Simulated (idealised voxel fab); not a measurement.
process module | voxel plated lines
cross-section cut | 185 nm wide | cells 5 nm
A cross-section is a grid of square cells, given in bands from the top down. A band is one or more rows of cells.
Each band's line starts with the height of the band's top and of its bottom, in nm. Then come its materials from left to right, each with its width in nm. One material with "throughout" fills the band from edge to edge. "air" is empty space.
Height 0 is the level under which the wafer as received is all one material. The lowest band goes on downwards, as in "0 down".
A width such as "30 to 40" changes by the same amount from each row of cells to the next, from the band's top row to its bottom row.
"no change" after a step means that no cell of the cross-section changed.
closed voids: empty space of 8 cells or more with no open way to the top, each as width x height at its distance from the left edge, in nm
after a step's settings: what the simulator itself notes on the step
overlay nm, on a step with a mask: how far to the right of its planned place the mask lay; to the left if negative
plan
1 op RECEIVE | material Si
2 op CONFORMAL_DEP | material SiO2 | thk nm 10
3 op DIRECTIONAL_DEP | material TiN | thk nm 5
4 op PATTERN | tone open | mask id LINES | material resist | width nm 15 | pitch nm 35 | thk nm 30 | overlay nm 0
5 op EPI | material Ru | thk nm 10
6 op EPI | material Ru | thk nm 10
7 op STRIP | etch materials resist
8 op DIRECTIONAL_ETCH | etch materials TiN | depth nm 5
9 op CONFORMAL_DEP | material SiO2 | thk nm 5
as received, after step 1
  0 down: Si throughout
  closed voids: none
first wafer at the end, as planned
  40 to 35: air 25 | SiO2 25 | air 10 | SiO2 25 | air 10 | SiO2 25 | air 10 | SiO2 25 | air 30
  35 to 15: air 25 | SiO2 5 | Ru 15 | SiO2 5 | air 10 | SiO2 5 | Ru 15 | SiO2 5 | air 10 | SiO2 5 | Ru 15 | SiO2 5 | air 10 | SiO2 5 | Ru 15 | SiO2 5 | air 30
  15 to 10: SiO2 30 | TiN 15 | SiO2 20 | TiN 15 | SiO2 20 | TiN 15 | SiO2 20 | TiN 15 | SiO2 35
  10 to 0: SiO2 throughout
  0 down: Si throughout
  closed voids: none
second wafer at the end: like start, like plan, one mistake
  50 to 45: air 25 | SiO2 25 | air 10 | SiO2 25 | air 10 | SiO2 25 | air 10 | SiO2 25 | air 30
  45 to 25: air 25 | SiO2 5 | Ru 15 | SiO2 5 | air 10 | SiO2 5 | Ru 15 | SiO2 5 | air 10 | SiO2 5 | Ru 15 | SiO2 5 | air 10 | SiO2 5 | Ru 15 | SiO2 5 | air 30
  25 to 20: SiO2 30 | TiN 15 | SiO2 20 | TiN 15 | SiO2 20 | TiN 15 | SiO2 20 | TiN 15 | SiO2 35
  20 to 10: TiN throughout
  10 to 0: SiO2 throughout
  0 down: Si throughout
  closed voids: none
what went wrong: step 3 ran as: op DIRECTIONAL_DEP | material TiN | thk nm 15
at the end the second wafer has, in cells: 74 more of TiN
